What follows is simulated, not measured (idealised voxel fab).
The process module presented herein is designated voxel wiring stack.
Square cells of 5 nm make up the cross-section cut, whose width is 160 nm.
If you're reading a cross-section in this doc, picture square cells in a grid; it comes to you as bands, top ones listed first down to the bottom, and a band can be one or more rows of cells. A band entry consists of two parts. The first gives the height of the band's top and the height of its bottom, in nm. The rest lists the band's materials from left to right, each with its width in nm. A single material labelled with the word "throughout" fills the band from edge to edge, and the word "empty" marks empty space. Height 0 is the level under which the wafer as received is all one material. The lowest band goes on downwards, as in "0 -> down". When a width is written as two numbers, as in "30->40", the first number is the width in the top row of cells of the band and the second is the width in its bottom row, and the width changes by the same amount from each row to the next. The cross-section has no changed cell in any step marked "identical to before". Trapped void list: empty space of 8 cells or more with no open way to the top, each as width x height at its distance from the left edge, in nm. Note: text after step settings on the step line = simulator remark on that step. The "overlay nm" setting may appear on a step's line; for a step that uses a mask, it gives how far to the right of its planned position the mask lay, and a negative value indicates the left.

**The planned process steps are enumerated hereunder**
1. RECEIVE, material Si
2. CONFORMAL_DEP, material SiO2, thk nm 10
3. CONFORMAL_DEP, material SiN, thk nm 5
4. DIRECTIONAL_DEP, material SiO2, thk nm 20
5. DIRECTIONAL_DEP, material aC, thk nm 15
6. PATTERN, tone open, mask id METAL_1, material resist, width nm 25, pitch nm 45, thk nm 30, overlay nm 0
7. DIRECTIONAL_ETCH, etch materials aC, depth nm 15
8. STRIP, etch materials resist
9. DIRECTIONAL_ETCH, etch materials SiO2, depth nm 20
10. DIRECTIONAL_ETCH, etch materials SiN, depth nm 5
11. STRIP, etch materials aC
12. CONFORMAL_DEP, material TiN, thk nm 5
13. FILL_DEP, material Ru, thk nm 5
14. CMP, height nm 35
15. CONFORMAL_DEP, material SiCN, thk nm 5
16. DIRECTIONAL_DEP, material lowk, thk nm 20
17. DIRECTIONAL_DEP, material aC, thk nm 10
18. PATTERN, tone open, mask id PLUG_1, material resist, width nm 15, thk nm 30, overlay nm 0
19. DIRECTIONAL_ETCH, etch materials aC, depth nm 10
20. STRIP, etch materials resist
21. DIRECTIONAL_ETCH, etch materials lowk, depth nm 20
22. DIRECTIONAL_ETCH, etch materials SiCN, depth nm 5
23. STRIP, etch materials aC
24. EPI, material Ru, thk nm 10
25. EPI, material Ru, thk nm 10
26. EPI, material Ru, thk nm 5
27. DIRECTIONAL_DEP, material TiN, thk nm 5
28. DIRECTIONAL_DEP, material Ru, thk nm 20
29. MASKED_ETCH, tone cover, mask id METAL_2, width nm 25, pitch nm 45, etch materials Ru, depth nm 20, overlay nm 0
30. MASKED_ETCH, tone cover, mask id METAL_2, width nm 25, pitch nm 45, etch materials TiN, depth nm 5, overlay nm 0
31. FILL_DEP, material SiO2, thk nm 10
32. CMP, height nm 85
33. CONFORMAL_DEP, material SiCN, thk nm 5
34. DIRECTIONAL_DEP, material lowk, thk nm 35
35. DIRECTIONAL_DEP, material aC, thk nm 15
36. PATTERN, tone open, mask id METAL_3_HOLES, material resist, width nm 15, thk nm 35, overlay nm 0
37. DIRECTIONAL_ETCH, etch materials aC, depth nm 15
38. STRIP, etch materials resist
39. DIRECTIONAL_ETCH, etch materials lowk, depth nm 35
40. STRIP, etch materials aC
41. PATTERN, tone open, mask id METAL_3, material resist, width nm 25, pitch nm 45, thk nm 20, overlay nm 0
42. DIRECTIONAL_ETCH, etch materials lowk, depth nm 20
43. DIRECTIONAL_ETCH, etch materials SiCN, depth nm 5
44. STRIP, etch materials resist
45. CONFORMAL_DEP, material TiN, thk nm 5
46. FILL_DEP, material Cu, thk nm 10
47. CMP, height nm 125
48. CONFORMAL_DEP, material SiCN, thk nm 5

**Incoming wafer, cross-sectional view, post step 1**
- 0 -> down: Si throughout
- Trapped void list: none

**Result of the module, cross-sectioned: start per above, plan per above, one error in how it was run**
- 130 -> 125: SiCN throughout
- 125 -> 110: lowk=45 / TiN=5 / Cu=15 / TiN=5 / lowk=20 / TiN=5 / Cu=15 / TiN=5 / lowk=45
- 110 -> 105: lowk=45 / TiN=5 / Cu=5 / TiN=15 / lowk=20 / TiN=25 / lowk=45
- 105 -> 90: lowk=45 / TiN=5 / Cu=5 / TiN=5 / lowk=100
- 90 -> 85: SiCN=45 / TiN=15 / SiCN=100
- 85 -> 65: SiO2=45 / Ru=25 / SiO2=20 / Ru=25 / SiO2=45
- 65 -> 60: SiO2=45 / TiN=25 / SiO2=20 / TiN=25 / SiO2=45
- 60 -> 40: lowk=45 / Ru=15 / lowk=100
- 40 -> 35: SiCN=45 / Ru=15 / SiCN=100
- 35 -> 30: TiN=50 / Ru=15 / TiN=30 / Ru=15 / TiN=50
- 30 -> 15: SiO2=45 / TiN=5 / Ru=15 / TiN=5 / SiO2=20 / TiN=5 / Ru=15 / TiN=5 / SiO2=45
- 15 -> 10: SiO2=45 / TiN=25 / SiO2=20 / TiN=25 / SiO2=45
- 10 -> 0: SiO2 throughout
- 0 -> down: Si throughout
- Trapped void list: none
So what did we get wrong on this run? step 3 of the plan was bypassed and not carried out
